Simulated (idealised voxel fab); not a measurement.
Title: Process Module voxel wiring stack
The width of the displayed cross-section, cut, is 165 nm; its cells are square, with a size of 5 nm.
How to read a cross-section here: the picture is a grid of square cells, written as bands going from the top down, and any band can span one or more rows of cells.
Top height, bottom height, nm. Materials left to right, width each, nm. Single material + "edge to edge" = fills band edge to edge. "empty" = empty.
Height is counted from the level 0, under which the received wafer is composed throughout of one material. The lowest of the bands is not closed at the bottom but continues downward, in the notation "z 0 and below".
The width entry "30->40" should be interpreted row by row: the top row of cells in the band takes the first number, the bottom row takes the second number, and the change between adjacent rows is uniform throughout.
"remained the same" (step): cross-section cells unchanged, all of them.
So "Closed void register" is basically the list of trapped voids: any empty space of 8 cells or more that can't reach the top through an opening. They're written width x height at distance, the distance being from the left edge, and it's all nm.
Text after the settings on a step's line: the simulator's own remark on that step.
overlay nm: for a step with a mask, the amount by which the mask lay right of where it was planned; a negative amount means left of it.

**The following list gives the planned process steps**
| 1 | op RECEIVE | material Si |
| 2 | op CONFORMAL_DEP | material SiO2 | thk nm 10 |
| 3 | op CONFORMAL_DEP | material SiCN | thk nm 5 |
| 4 | op DIRECTIONAL_DEP | material lowk | thk nm 20 |
| 5 | op MASKED_ETCH | tone open | mask id METAL_1 | width nm 20 | pitch nm 35 | etch materials lowk | depth nm 20 | overlay nm 0 |
| 6 | op MASKED_ETCH | tone open | mask id METAL_1 | width nm 20 | pitch nm 35 | etch materials SiCN | depth nm 5 | overlay nm 0 |
| 7 | op CONFORMAL_DEP | material TiN | thk nm 5 |
| 8 | op FILL_DEP | material Ru | thk nm 10 |
| 9 | op CMP | height nm 35 |
| 10 | op CONFORMAL_DEP | material SiCN | thk nm 5 |
| 11 | op DIRECTIONAL_DEP | material SiO2 | thk nm 35 |
| 12 | op MASKED_ETCH | tone open | mask id METAL_2 | width nm 20 | pitch nm 35 | etch materials SiO2 | depth nm 20 | overlay nm 0 |
| 13 | op MASKED_ETCH | tone open | mask id METAL_2_HOLES | width nm 15 | pitch nm 70 | etch materials SiO2 | depth nm 15 | overlay nm 0 |
| 14 | op MASKED_ETCH | tone open | mask id METAL_2_HOLES | width nm 15 | pitch nm 70 | etch materials SiCN | depth nm 5 | overlay nm 0 |
| 15 | op CONFORMAL_DEP | material TiN | thk nm 5 |
| 16 | op FILL_DEP | material Cu | thk nm 5 |
| 17 | op CMP | height nm 75 |
| 18 | op CONFORMAL_DEP | material SiCN | thk nm 5 |

**Cross-sectional view of the wafer in its as-received condition, corresponding to the state after step 1**
* z 0 and below  Si edge to edge
* Closed void register: none

**Cross-section, first of two wafers, end of module, run as planned**
* z 80 to 75  SiCN edge to edge
* z 75 to 60  SiO2 (35), then TiN (5), then Cu (10), then TiN (5), then SiO2 (15), then TiN (5), then Cu (10), then TiN (5), then SiO2 (15), then TiN (5), then Cu (10), then TiN (5), then SiO2 (40)
* z 60 to 55  SiO2 (35), then TiN (5), then Cu (5), then TiN (10), then SiO2 (15), then TiN (20), then SiO2 (15), then TiN (5), then Cu (5), then TiN (10), then SiO2 (40)
* z 55 to 40  SiO2 (35), then TiN (5), then Cu (5), then TiN (5), then SiO2 (55), then TiN (5), then Cu (5), then TiN (5), then SiO2 (45)
* z 40 to 35  SiCN (35), then TiN (15), then SiCN (55), then TiN (15), then SiCN (45)
* z 35 to 15  lowk (35), then TiN (5), then Ru (10), then TiN (5), then lowk (15), then TiN (5), then Ru (10), then TiN (5), then lowk (15), then TiN (5), then Ru (10), then TiN (5), then lowk (40)
* z 15 to 10  SiCN (35), then TiN (20), then SiCN (15), then TiN (20), then SiCN (15), then TiN (20), then SiCN (40)
* z 10 to 0  SiO2 edge to edge
* z 0 and below  Si edge to edge
* Closed void register: none

**Cross-sectional view: second of two wafers, end of module; start and plan identical to the first, one mistake in running**
* z 80 to 75  SiCN edge to edge
* z 75 to 40  SiO2 edge to edge
* z 40 to 35  SiCN edge to edge
* z 35 to 15  lowk (35), then TiN (5), then Ru (10), then TiN (5), then lowk (15), then TiN (5), then Ru (10), then TiN (5), then lowk (15), then TiN (5), then Ru (10), then TiN (5), then lowk (40)
* z 15 to 10  SiCN (35), then TiN (20), then SiCN (15), then TiN (20), then SiCN (15), then TiN (20), then SiCN (40)
* z 10 to 0  SiO2 edge to edge
* z 0 and below  Si edge to edge
* Closed void register: none
Finding, execution versus plan: twice, step 11 of the plan was run
Materials where the second wafer ends with more or fewer cells than the first: Cu: 26 fewer, SiCN: 6 more, SiO2: 66 more, TiN: 46 fewer
